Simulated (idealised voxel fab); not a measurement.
Documented hereafter: the process module known as voxel trench capacitor.
Xsec cut, 245 nm wide, square cell size 5 nm.
Heads up, the way a cross-section reads in here is a grid of square cells, handed over as bands from the top down, with every band being one or more rows of cells. Top, bottom (nm), then materials left to right with widths (nm); lone material tagged "throughout" fills the whole band edge to edge; "empty" = empty space. A quick word on heights: they are counted from 0, and under that level the wafer as it came to us is one material throughout. The lowest band is different from the rest in having no bottom; it simply continues downward, written as in "z 0 and below". You'd read "30->40" like this: the band's top row of cells is as wide as the first number, its bottom row is as wide as the second, and going down, every row changes width by the same amount as the row before did. When a step is marked "no alteration", none of the cells in the cross-section changed during that step. The entry "Enclosed internal cavities" lists the empty spaces that cover at least 8 cells and have no open path to the top. Each is written as width x height at distance, where the distance is measured from the left edge and all three values are in nm. Post-settings text on a step line: simulator's own remark regarding the step. The setting "overlay nm" may be written on the line of a step. When the step uses a mask, the value reports how far to the right of the planned place the mask lay, and a negative value reports that it lay to the left.
These are the steps we planned for the process:
step 1: RECEIVE [material Si]
step 2: CONFORMAL_DEP [material SiN] [thk nm 5]
step 3: PATTERN [tone open] [mask id TRENCH] [material resist] [width nm 25] [pitch nm 40] [thk nm 20] [overlay nm 0]
step 4: DIRECTIONAL_ETCH [etch materials SiN] [depth nm 5]
step 5: DIRECTIONAL_ETCH [etch materials Si] [depth nm 40]
step 6: STRIP [etch materials resist]
step 7: CONFORMAL_DEP [material Al2O3] [thk nm 5]
step 8: CONFORMAL_DEP [material TiN] [thk nm 5]
step 9: FILL_DEP [material W] [thk nm 10]
step 10: CMP [height nm 5]
Wafer cross-section on receipt, i.e. after step 1:
- z 0 and below: Si throughout
- Enclosed internal cavities: none
Here's the cross-section of the first of our two wafers at the end of the module - it ran as planned:
- z 5 to 0: SiN 70, then Al2O3 5, then TiN 5, then W 5, then TiN 5, then Al2O3 5, then SiN 15, then Al2O3 5, then TiN 5, then W 5, then TiN 5, then Al2O3 5, then SiN 15, then Al2O3 5, then TiN 5, then W 5, then TiN 5, then Al2O3 5, then SiN 70
- z 0 to -30: Si 70, then Al2O3 5, then TiN 5, then W 5, then TiN 5, then Al2O3 5, then Si 15, then Al2O3 5, then TiN 5, then W 5, then TiN 5, then Al2O3 5, then Si 15, then Al2O3 5, then TiN 5, then W 5, then TiN 5, then Al2O3 5, then Si 70
- z -30 to -35: Si 70, then Al2O3 5, then TiN 15, then Al2O3 5, then Si 15, then Al2O3 5, then TiN 15, then Al2O3 5, then Si 15, then Al2O3 5, then TiN 15, then Al2O3 5, then Si 70
- z -35 to -40: Si 70, then Al2O3 25, then Si 15, then Al2O3 25, then Si 15, then Al2O3 25, then Si 70
- z -40 and below: Si throughout
- Enclosed internal cavities: none
Wafer two, end of module, cross-section. Same start, same plan as wafer one. One mistake in the run:
- z 5 to 0: SiN 70, then Al2O3 5, then TiN 5, then W 5, then TiN 5, then Al2O3 5, then SiN 15, then Al2O3 5, then TiN 5, then W 5, then TiN 5, then Al2O3 5, then SiN 15, then Al2O3 5, then TiN 5, then W 5, then TiN 5, then Al2O3 5, then SiN 70
- z 0 to -70: Si 70, then Al2O3 5, then TiN 5, then W 5, then TiN 5, then Al2O3 5, then Si 15, then Al2O3 5, then TiN 5, then W 5, then TiN 5, then Al2O3 5, then Si 15, then Al2O3 5, then TiN 5, then W 5, then TiN 5, then Al2O3 5, then Si 70
- z -70 to -75: Si 70, then Al2O3 5, then TiN 15, then Al2O3 5, then Si 15, then Al2O3 5, then TiN 15, then Al2O3 5, then Si 15, then Al2O3 5, then TiN 15, then Al2O3 5, then Si 70
- z -75 to -80: Si 70, then Al2O3 25, then Si 15, then Al2O3 25, then Si 15, then Al2O3 25, then Si 70
- z -80 and below: Si throughout
- Enclosed internal cavities: none
Nonconformance to the process plan: step 5 of the plan was executed twice over
Final wafer comparison in cells, second versus first, more or fewer per material: 48 more of Al2O3; 120 fewer of Si; 48 more of TiN; 24 more of W
